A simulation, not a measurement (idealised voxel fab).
The name of this process module is voxel self aligned contacts.
Pictured: cross-section cut, 285 nm wide, on a grid of 5 nm square cells.
In what follows, cross-sections appear as grids of square cells, described through bands that run from the top down, where every band is one or more rows of cells. Heads up on the band format: heights come first, top then bottom, in nm. After that it's the materials left to right, each with its width in nm. A single material flagged "edge to edge" fills the whole band edge to edge, and "empty" means there's empty space there. Heads up on the height convention: 0 is the point under which the incoming wafer is all one material, and the lowest band has no bottom, it just keeps going down, like "0 -> down". The expression "30 to 40" gives the width at the extremes of the band, the first number at its top row of cells and the second at its bottom row, with the width changing by equal amounts from each row to the next in between. Where a step carries "nothing different", the cross-section came out of it unchanged, cell for cell. "Unvented internal voids" contains a list of empty spaces, each no smaller than 8 cells and without an open way to the top, written in the form width x height at distance with the distance from the left edge and all three in nm. On each step's line, the part that comes after the settings is the simulator's own comment on the step. overlay nm: where the mask lay relative to plan, measured to the right, on steps with a mask; negatives go left.
List of planned process steps
1) RECEIVE (material Si)
2) OXIDIZE (depth nm 5)
3) DIRECTIONAL_DEP (material polySi; thk nm 20)
4) DIRECTIONAL_DEP (material SiN; thk nm 20)
5) MASKED_ETCH (tone cover; mask id GATE; width nm 35; pitch nm 80; etch materials SiN; depth nm 20; overlay nm 0)
6) MASKED_ETCH (tone cover; mask id GATE; width nm 35; pitch nm 80; etch materials polySi; depth nm 20; overlay nm 0)
7) CONFORMAL_DEP (material SiN; thk nm 10)
8) DIRECTIONAL_ETCH (etch materials SiN; depth nm 5)
9) FILL_DEP (material SiO2; thk nm 15)
10) CMP (height nm 45)
11) PATTERN (tone open; mask id CONTACT; material resist; width nm 65; thk nm 20; overlay nm 0)
12) DIRECTIONAL_ETCH (etch materials SiO2; depth nm 50)
13) STRIP (etch materials resist)
14) CONFORMAL_DEP (material TiN; thk nm 5)
15) FILL_DEP (material Ru; thk nm 10)
16) CMP (height nm 45)
17) CONFORMAL_DEP (material SiCN; thk nm 5)
For clarity, it should be stated that the wafers under discussion commence in an identical condition and differ with respect to the depth nm of step 8, the plan indicating the value that the first wafer had.
This is how the first of several wafers looked in cross-section when it arrived, which is after step 1
0 -> down: Si edge to edge
Unvented internal voids: none
Every row in this table is a wafer at the end of the module, and it gives, for each of the materials, the cells that wafer has gained (+) or lost (-) since it was received, then its closed voids
depth nm 5; +21 Ru; -57 Si; +57 SiCN; +177 SiN; +297 SiO2; +19 TiN; +56 polySi; Unvented internal voids: none
depth nm 10; +27 Ru; -57 Si; +57 SiCN; +120 SiN; +336 SiO2; +31 TiN; +56 polySi; Unvented internal voids: none
depth nm 15; +35 Ru; -57 Si; +57 SiCN; +98 SiN; +350 SiO2; +31 TiN; +56 polySi; Unvented internal voids: none
depth nm 20; +43 Ru; -57 Si; +57 SiCN; +76 SiN; +364 SiO2; +31 TiN; +56 polySi; Unvented internal voids: none
